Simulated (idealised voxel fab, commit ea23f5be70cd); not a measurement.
The process module that follows is named voxel ribs on slabs.
Cross-section cut: width 285 nm, square cells of 5 nm.
Cross-section = grid of square cells, listed top down in bands; band = one or more rows. It is stipulated that each band's entry specify, in nanometres, the height of the top of the band and then that of its bottom, followed by the materials of the band in left-to-right sequence, each together with its width in nanometres. A single material marked by the word "all across" is understood to fill the band from edge to edge; the word "empty" is understood to denote empty space. Height datum 0, below which the as-received substrate wafer is one material. Lowest band open at the bottom, running downward: "z 0 and below". Top row gets the first number, bottom row gets the second, and each row in between changes by the same step: that is how a band width like "30..40" works. No cell of the cross-section changed in a step that is given as "remains unaltered". Empty spaces without an open route to the top, at least 8 cells in extent, make up the entry "Enclosed void list"; each is given as width x height at distance, where the distance is measured from the left edge, and all are in nm. If you see something after the settings on a step's line, that's the simulator's own remark about that step. "overlay nm" answers the question of how far to the right of plan the mask lay on a step that has a mask, and when it is negative the answer is to the left.

List of planned process steps:
1. RECEIVE | material Si
2. DIRECTIONAL_DEP | material SiO2 | thk nm 20
3. DIRECTIONAL_DEP | material polySi | thk nm 25
4. PATTERN | tone cover | mask id RIB | material resist | width nm 30 | thk nm 20 | overlay nm 0
5. DIRECTIONAL_ETCH | etch materials polySi | depth nm 5
6. STRIP | etch materials resist
7. PATTERN | tone cover | mask id SLAB | material resist | width nm 60 | thk nm 15 | overlay nm 0
8. DIRECTIONAL_ETCH | etch materials polySi | depth nm 20
9. STRIP | etch materials resist
10. FILL_DEP | material SiO2 | thk nm 30
11. CMP | height nm 65
12. DIRECTIONAL_DEP | material W | thk nm 10
13. PATTERN | tone cover | mask id HEATER | material resist | width nm 30 | thk nm 15 | overlay nm 0
14. DIRECTIONAL_ETCH | etch materials W | depth nm 10
15. STRIP | etch materials resist
16. CONFORMAL_DEP | material SiN | thk nm 5
Where the wafers of this document differ is in the width nm of step 13; they start out the same, and the plan states the value that applied to the first wafer.

Incoming state of the first of several wafers in cross-section: after step 1:
> z 0 and below  Si all across
> Enclosed void list: none

Row per wafer, end-of-module: cell gain (+)/loss (-) by material since the wafer came in, then closed voids:
width nm 30 | +61 SiN | +687 SiO2 | +12 W | +54 polySi | Enclosed void list: none
width nm 35 | +61 SiN | +687 SiO2 | +14 W | +54 polySi | Enclosed void list: none
width nm 40 | +61 SiN | +687 SiO2 | +16 W | +54 polySi | Enclosed void list: none
width nm 45 | +61 SiN | +687 SiO2 | +18 W | +54 polySi | Enclosed void list: none
width nm 50 | +61 SiN | +687 SiO2 | +20 W | +54 polySi | Enclosed void list: none
width nm 55 | +61 SiN | +687 SiO2 | +22 W | +54 polySi | Enclosed void list: none
